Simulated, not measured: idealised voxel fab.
voxel capacitor over wiring: a process module
Square cells of 5 nm make up the cross-section cut, whose width is 200 nm.
Each cross-section below is a grid of square cells, stated as bands in top-down order, with one or more rows of cells making up each band.
Band entry format. Leading values: height of top, height of bottom, nm. Remainder: materials in left-to-right order, each with its width in nm. Special words: "full width" on a single material, which then fills the band edge to edge; "air", empty space.
Heights are reckoned from 0. Under this level, the received wafer is all of one material. The bottommost band is open-ended downward, for example "0 and below".
Width: "30->40" (first number = top row, second number = bottom row, same change from row to row of cells).
Step marked "same as before"? Then no cell in the cross-section changed in it.
"Closed voids list" contains a list of empty spaces, each no smaller than 8 cells and without an open way to the top, written in the form width x height at distance with the distance from the left edge and all three in nm.
Anything after a step's settings on that line? It's the simulator's own note about the step.
"overlay nm" answers the question of how far to the right of plan the mask lay on a step that has a mask, and when it is negative the answer is to the left.
HERE'S WHAT THE PLANNED PROCESS STEPS LOOK LIKE
1: RECEIVE,material Si
2: CONFORMAL_DEP,material SiO2,thk nm 15
3: DIRECTIONAL_DEP,material TiN,thk nm 5
4: DIRECTIONAL_DEP,material Ru,thk nm 15
5: PATTERN,tone cover,mask id METAL_1,material resist,width nm 25,pitch nm 85,thk nm 15,overlay nm 0
6: DIRECTIONAL_ETCH,etch materials Ru,depth nm 15
7: DIRECTIONAL_ETCH,etch materials TiN,depth nm 5
8: STRIP,etch materials resist
9: FILL_DEP,material lowk,thk nm 5
10: CMP,height nm 35
11: CONFORMAL_DEP,material SiCN,thk nm 5
12: DIRECTIONAL_DEP,material SiO2,thk nm 10
13: MASKED_ETCH,tone open,mask id PLUG_1,width nm 15,etch materials SiO2,depth nm 10,overlay nm 0
14: MASKED_ETCH,tone open,mask id PLUG_1,width nm 15,etch materials SiCN,depth nm 5,overlay nm 0
15: CONFORMAL_DEP,material TiN,thk nm 5
16: FILL_DEP,material W,thk nm 5
17: CMP,height nm 50
18: DIRECTIONAL_DEP,material TiN,thk nm 10
19: DIRECTIONAL_DEP,material HfO2,thk nm 5
20: DIRECTIONAL_DEP,material TiN,thk nm 5
21: DIRECTIONAL_DEP,material aC,thk nm 10
22: PATTERN,tone cover,mask id UPPER_PLATE,material resist,width nm 65,thk nm 30,overlay nm 0
23: DIRECTIONAL_ETCH,etch materials aC,depth nm 10
24: STRIP,etch materials resist
25: DIRECTIONAL_ETCH,etch materials TiN,depth nm 5
26: DIRECTIONAL_ETCH,etch materials HfO2,depth nm 5
27: STRIP,etch materials aC
28: MASKED_ETCH,tone cover,mask id LOWER_PLATE,width nm 75,etch materials TiN,depth nm 10,overlay nm 0
29: FILL_DEP,material SiO2,thk nm 20
30: CMP,height nm 85
31: MASKED_ETCH,tone open,mask id PLUG_2,width nm 15,etch materials SiO2,depth nm 15,overlay nm 0
32: CONFORMAL_DEP,material TiN,thk nm 5
33: FILL_DEP,material Cu,thk nm 5
34: CMP,height nm 85
35: CONFORMAL_DEP,material SiN,thk nm 5
CROSS-SECTION, INCOMING MATERIAL, AFTER STEP 1
	0 and below  Si full width
	Closed voids list: none
SECTIONED VIEW, FIRST OF TWO WAFERS, AT THE CLOSE OF THE MODULE, PROCESSED AS INTENDED IN THE PLAN
	90 down to 85  SiN full width
	85 down to 75  SiO2 (65)  TiN (5)  Cu (5)  TiN (5)  SiO2 (120)
	75 down to 65  SiO2 (65->55)  TiN (15->65)  SiO2 (120->80)
	65 down to 60  SiO2 (55)  HfO2 (65)  SiO2 (80)
	60 down to 50  SiO2 (50)  TiN (75)  SiO2 (75)
	50 down to 40  SiO2 (55)  TiN (5)  W (5)  TiN (5)  SiO2 (130)
	40 down to 35  SiCN (55)  TiN (15)  SiCN (130)
	35 down to 20  lowk (45)  Ru (25)  lowk (60)  Ru (25)  lowk (45)
	20 down to 15  lowk (45)  TiN (25)  lowk (60)  TiN (25)  lowk (45)
	15 down to 0  SiO2 full width
	0 and below  Si full width
	Closed voids list: none
CROSS-SECTIONAL VIEW: SECOND OF TWO WAFERS, END OF MODULE; START AND PLAN IDENTICAL TO THE FIRST, ONE MISTAKE IN RUNNING
	90 down to 85  SiN full width
	85 down to 75  SiO2 (65)  TiN (5)  Cu (5)  TiN (5)  SiO2 (120)
	75 down to 65  SiO2 (65->55)  TiN (15->65)  SiO2 (120->80)
	65 down to 60  SiO2 (55)  HfO2 (65)  SiO2 (80)
	60 down to 50  SiO2 (50)  TiN (75)  SiO2 (75)
	50 down to 40  SiO2 (55)  TiN (5)  W (5)  TiN (5)  SiO2 (130)
	40 down to 35  SiCN (55)  TiN (15)  SiCN (130)
	35 down to 30  lowk (45)  TiN (25)  lowk (60)  TiN (25)  lowk (45)
	30 down to 0  SiO2 full width
	0 and below  Si full width
	Closed voids list: none
Here's what went sideways: plan step 2 was twice executed
It is noted that, at the conclusion of processing, the second wafer exhibits a higher or lower cell count for certain materials relative to the first: -30 Ru | +120 SiO2 | -90 lowk
